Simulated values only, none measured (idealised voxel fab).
A process module follows: voxel air gaps.
Cross-sectional view cut (width: 275 nm; square cell size: 5 nm).
Cross-section format: a grid of square cells, given as bands from top to bottom; each band is one or more rows of cells. Band: top and bottom heights (nm) first, top before bottom; then materials from left to right, widths in nm. "full width" marks a sole material filling the band edge to edge. "blank" denotes empty space. Basically, 0 is our baseline, since under it the wafer straight out of the box is all one material. The bottom band has no lower end and keeps on going down, so it looks like "0 and below". You'd read "30->40" like this: the band's top row of cells is as wide as the first number, its bottom row is as wide as the second, and going down, every row changes width by the same amount as the row before did. Key: "left unchanged" - step with no changed cell in the cross-section. For the entry "Closed void entries", the listed items are empty spaces with no open way to the top whose size is 8 cells or more; each item follows the pattern width x height at distance, where distance is from the left edge and all three are in nm. Note: text after step settings on the step line = simulator remark on that step. A step's line can hold "overlay nm"; with a mask on that step, the setting says how far right of the planned place the mask lay, while a negative setting says it lay to the left.
### Planned step list for the process
1 RECEIVE [material Si]
2 CONFORMAL_DEP [material SiO2] [thk nm 10]
3 CONFORMAL_DEP [material SiN] [thk nm 5]
4 DIRECTIONAL_DEP [material SiO2] [thk nm 35]
5 MASKED_ETCH [tone open] [mask id LINES] [width nm 15] [pitch nm 50] [etch materials SiO2] [depth nm 35] [overlay nm 0]
6 CONFORMAL_DEP [material TiN] [thk nm 5]
7 FILL_DEP [material W] [thk nm 10]
8 CMP [height nm 50]
9 EPI [material Ru] [thk nm 10]
10 SELECTIVE_ETCH [etch materials SiO2] [depth nm 45]
11 CONFORMAL_DEP [material SiN] [thk nm 5]
All wafers enter the flow in the same state. The width nm at step 5 differs from wafer to wafer, and the plan gives the value for the first wafer.
### So this is the first of several wafers, cross-sectioned as it came to us, meaning it's at the end of step 1
* 0 and below: Si full width
* Closed void entries: none
### Wafer rows, end of module: cells per material gained (+) or lost (-) since receipt; closed voids last
width nm 15 | +56 Ru | +214 SiN | +110 SiO2 | +60 TiN | +24 W | Closed void entries: none
width nm 20 | +64 Ru | +214 SiN | +110 SiO2 | +64 TiN | +48 W | Closed void entries: 20 x 25 at 75; 20 x 25 at 125; 20 x 25 at 175
width nm 25 | +72 Ru | +202 SiN | +110 SiO2 | +68 TiN | +72 W | Closed void entries: 15 x 25 at 80; 15 x 25 at 130; 15 x 25 at 180
width nm 30 | +80 Ru | +136 SiN | +194 SiO2 | +72 TiN | +96 W | Closed void entries: none
width nm 35 | +82 Ru | +136 SiN | +173 SiO2 | +76 TiN | +120 W | Closed void entries: none
